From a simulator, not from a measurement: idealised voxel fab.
Title: Process Module voxel gate over fins
This is section cut - it's 235 nm across, gridded in 5 nm square cells.
Cross-section layout: square cells on a grid; listed as bands, top to bottom; a band spans one or more cell rows. A band entry consists of two parts. The first gives the height of the band's top and the height of its bottom, in nm. The rest lists the band's materials from left to right, each with its width in nm. A single material labelled with the word "throughout" fills the band from edge to edge, and the word "empty" marks empty space. Ref level 0: as-received wafer is one material below here. Bottom band extends down with no lower bound ("0 down"). You'd read "30..40" like this: the band's top row of cells is as wide as the first number, its bottom row is as wide as the second, and going down, every row changes width by the same amount as the row before did. Where the words "nothing changed" appear for a step, the cross-section shows no cell changed by that step; every cell remained as before. The label "Entrapped voids" introduces a list of the empty spaces, 8 cells or larger, that have no open way up to the top; each entry in it reads width x height at distance, where the distance is taken from the left edge and all three are stated in nm. Read whatever lies past the settings on a step's line as the simulator's own remark about the step. overlay nm: where the mask lay relative to plan, measured to the right, on steps with a mask; negatives go left.

-- The steps planned for the process are as follows
1 RECEIVE,material Si
2 CONFORMAL_DEP,material SiN,thk nm 10
3 DIRECTIONAL_DEP,material aC,thk nm 15
4 PATTERN,tone cover,mask id FINS,material resist,width nm 15,pitch nm 50,thk nm 30,overlay nm 0
5 DIRECTIONAL_ETCH,etch materials aC,depth nm 15
6 STRIP,etch materials resist
7 DIRECTIONAL_ETCH,etch materials SiN,depth nm 10
8 DIRECTIONAL_ETCH,etch materials Si,depth nm 30
9 STRIP,etch materials aC
10 FILL_DEP,material SiO2,thk nm 5
11 CMP,height nm 10
12 DIRECTIONAL_DEP,material aC,thk nm 15
13 PATTERN,tone open,mask id RAIL,material resist,width nm 15,thk nm 30,overlay nm 0
14 DIRECTIONAL_ETCH,etch materials aC,depth nm 15
15 STRIP,etch materials resist
16 DIRECTIONAL_ETCH,etch materials SiO2,depth nm 35
17 STRIP,etch materials aC
18 CONFORMAL_DEP,material TiN,thk nm 5
19 FILL_DEP,material W,thk nm 10
20 CMP,height nm 10
21 SELECTIVE_ETCH,etch materials W Ru TiN,depth nm 25
22 FILL_DEP,material SiO2,thk nm 5
23 CMP,height nm 10
24 SELECTIVE_ETCH,etch materials SiO2,depth nm 20
25 STRIP,etch materials SiN
26 CONFORMAL_DEP,material HfO2,thk nm 5
27 CONFORMAL_DEP,material TiN,thk nm 5
28 FILL_DEP,material W,thk nm 10
29 CMP,height nm 15
30 CONFORMAL_DEP,material SiCN,thk nm 10

-- The cross-section here shows the wafer as received, i.e. in its state after step 1
* 0 down  Si throughout
* Entrapped voids: none

-- Final wafer profile in cross-section after the module, from the same start and plan as above, with one mistake made during processing
* 25 to 15  SiCN throughout
* 15 to 10  W throughout
* 10 to 5  40 of W, then 35 of TiN, then 15 of W, then 35 of TiN, then 15 of W, then 35 of TiN, then 60 of W
* 5 to 0  40 of W, then 5 of TiN, then 25 of HfO2, then 5 of TiN, then 15 of W, then 5 of TiN, then 25 of HfO2, then 5 of TiN, then 15 of W, then 5 of TiN, then 25 of HfO2, then 5 of TiN, then 60 of W
* 0 to -5  45 of TiN, then 5 of HfO2, then 15 of Si, then 5 of HfO2, then 25 of TiN, then 5 of HfO2, then 15 of Si, then 5 of HfO2, then 25 of TiN, then 5 of HfO2, then 15 of Si, then 5 of HfO2, then 65 of TiN
* -5 to -10  50 of HfO2, then 15 of Si, then 35 of HfO2, then 15 of Si, then 35 of HfO2, then 15 of Si, then 70 of HfO2
* -10 to -15  50 of SiO2, then 15 of Si, then 35 of SiO2, then 15 of Si, then 35 of SiO2, then 15 of Si, then 70 of SiO2
* -15 to -20  50 of SiO2, then 15 of Si, then 20 of SiO2, then 5 of TiN, then 5 of W, then 5 of TiN, then 15 of Si, then 35 of SiO2, then 15 of Si, then 70 of SiO2
* -20 to -25  50 of SiO2, then 15 of Si, then 20 of SiO2, then 15 of TiN, then 15 of Si, then 35 of SiO2, then 15 of Si, then 70 of SiO2
* -25 to -30  50 of SiO2, then 15 of Si, then 35 of SiO2, then 15 of Si, then 35 of SiO2, then 15 of Si, then 70 of SiO2
* -30 down  Si throughout
* Entrapped voids: none
Run error: step 4 was not run as planned; what actually ran was PATTERN,tone cover,mask id FINS,material resist,width nm 15,pitch nm 50,thk nm 30,overlay nm -10
